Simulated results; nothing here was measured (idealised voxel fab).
process module | voxel gate over fins
cross-section cut | 170 nm wide | cells 5 nm
A cross-section is a grid of square cells, given in bands from the top down. A band is one or more rows of cells.
Each band's line starts with the height of the band's top and of its bottom, in nm. Then come its materials from left to right, each with its width in nm. One material with "throughout" fills the band from edge to edge. "air" is empty space.
Height 0 is the level under which the wafer as received is all one material. The lowest band goes on downwards, as in "0 down".
A width such as "30 to 40" changes by the same amount from each row of cells to the next, from the band's top row to its bottom row.
"no change" after a step means that no cell of the cross-section changed.
closed voids: empty space of 8 cells or more with no open way to the top, each as width x height at its distance from the left edge, in nm
after a step's settings: what the simulator itself notes on the step
overlay nm, on a step with a mask: how far to the right of its planned place the mask lay; to the left if negative
plan
1 op RECEIVE | material Si
2 op CONFORMAL_DEP | material SiN | thk nm 5
3 op DIRECTIONAL_DEP | material aC | thk nm 10
4 op PATTERN | tone cover | mask id FINS | material resist | width nm 15 | pitch nm 60 | thk nm 25 | overlay nm 0
5 op DIRECTIONAL_ETCH | etch materials aC | depth nm 10
6 op STRIP | etch materials resist
7 op DIRECTIONAL_ETCH | etch materials SiN | depth nm 5
8 op DIRECTIONAL_ETCH | etch materials Si | depth nm 30
9 op STRIP | etch materials aC
10 op OXIDIZE | depth nm 5
11 op FILL_DEP | material SiO2 | thk nm 5
12 op CMP | height nm 5
13 op DIRECTIONAL_DEP | material aC | thk nm 15
14 op PATTERN | tone open | mask id RAIL | material resist | width nm 15 | thk nm 30 | overlay nm 0
15 op DIRECTIONAL_ETCH | etch materials aC | depth nm 15
16 op STRIP | etch materials resist
17 op DIRECTIONAL_ETCH | etch materials SiO2 | depth nm 30
18 op STRIP | etch materials aC
19 op CONFORMAL_DEP | material TiN | thk nm 5
20 op FILL_DEP | material W | thk nm 10
21 op CMP | height nm 5
22 op SELECTIVE_ETCH | etch materials W Ru TiN | depth nm 25
23 op FILL_DEP | material SiO2 | thk nm 5
24 op CMP | height nm 5
25 op SELECTIVE_ETCH | etch materials SiO2 | depth nm 20
26 op STRIP | etch materials SiN
27 op CONFORMAL_DEP | material HfO2 | thk nm 5
28 op CONFORMAL_DEP | material TiN | thk nm 5
29 op FILL_DEP | material W | thk nm 10
30 op CMP | height nm 15
31 op CONFORMAL_DEP | material SiCN | thk nm 10
as received, after step 1
  0 down: Si throughout
  closed voids: none
first wafer at the end, as planned
  25 to 15: SiCN throughout
  15 to 10: W throughout
  10 to 5: W 10 | TiN 25 | W 35 | TiN 25 | W 35 | TiN 25 | W 15
  5 to 0: W 10 | TiN 5 | HfO2 15 | TiN 5 | W 35 | TiN 5 | HfO2 15 | TiN 5 | W 35 | TiN 5 | HfO2 15 | TiN 5 | W 15
  0 to -5: W 10 | TiN 5 | HfO2 5 | Si 5 | HfO2 5 | TiN 5 | W 35 | TiN 5 | HfO2 5 | Si 5 | HfO2 5 | TiN 5 | W 35 | TiN 5 | HfO2 5 | Si 5 | HfO2 5 | TiN 5 | W 15
  -5 to -10: TiN 15 | HfO2 5 | Si 5 | HfO2 5 | TiN 45 | HfO2 5 | Si 5 | HfO2 5 | TiN 45 | HfO2 5 | Si 5 | HfO2 5 | TiN 20
  -10 to -15: HfO2 20 | Si 5 | HfO2 55 | Si 5 | HfO2 55 | Si 5 | HfO2 25
  -15 to -20: SiO2 20 | Si 5 | SiO2 55 | Si 5 | SiO2 55 | Si 5 | SiO2 25
  -20 to -25: SiO2 20 | Si 5 | SiO2 20 | TiN 15 | SiO2 20 | Si 5 | SiO2 55 | Si 5 | SiO2 25
  -25 to -35: SiO2 20 | Si 5 | SiO2 55 | Si 5 | SiO2 55 | Si 5 | SiO2 25
  -35 down: Si throughout
  closed voids: none
second wafer at the end: like start, like plan, one mistake
  25 to 15: SiCN throughout
  15 to 10: W throughout
  10 to 5: TiN 20 | W 5 | TiN 55 | W 5 | TiN 55 | W 5 | TiN 25
  5 to 0: HfO2 15 | TiN 5 | W 5 | TiN 5 | HfO2 45 | TiN 5 | W 5 | TiN 5 | HfO2 45 | TiN 5 | W 5 | TiN 5 | HfO2 20
  0 to -5: Si 10 | HfO2 5 | TiN 5 | W 5 | TiN 5 | HfO2 5 | Si 35 | HfO2 5 | TiN 5 | W 5 | TiN 5 | HfO2 5 | Si 35 | HfO2 5 | TiN 5 | W 5 | TiN 5 | HfO2 5 | Si 15
  -5 to -10: Si 10 | HfO2 5 | TiN 15 | HfO2 5 | Si 35 | HfO2 5 | TiN 15 | HfO2 5 | Si 35 | HfO2 5 | TiN 15 | HfO2 5 | Si 15
  -10 to -15: Si 10 | HfO2 25 | Si 35 | HfO2 25 | Si 35 | HfO2 25 | Si 15
  -15 to -35: Si 10 | SiO2 25 | Si 35 | SiO2 25 | Si 35 | SiO2 25 | Si 15
  -35 down: Si throughout
  closed voids: none
what went wrong: step 4 ran as: op PATTERN | tone open | mask id FINS | material resist | width nm 15 | pitch nm 60 | thk nm 25 | overlay nm 0
at the end the second wafer has, in cells: 112 more of Si | 61 fewer of SiO2 | 3 fewer of TiN | 48 fewer of W
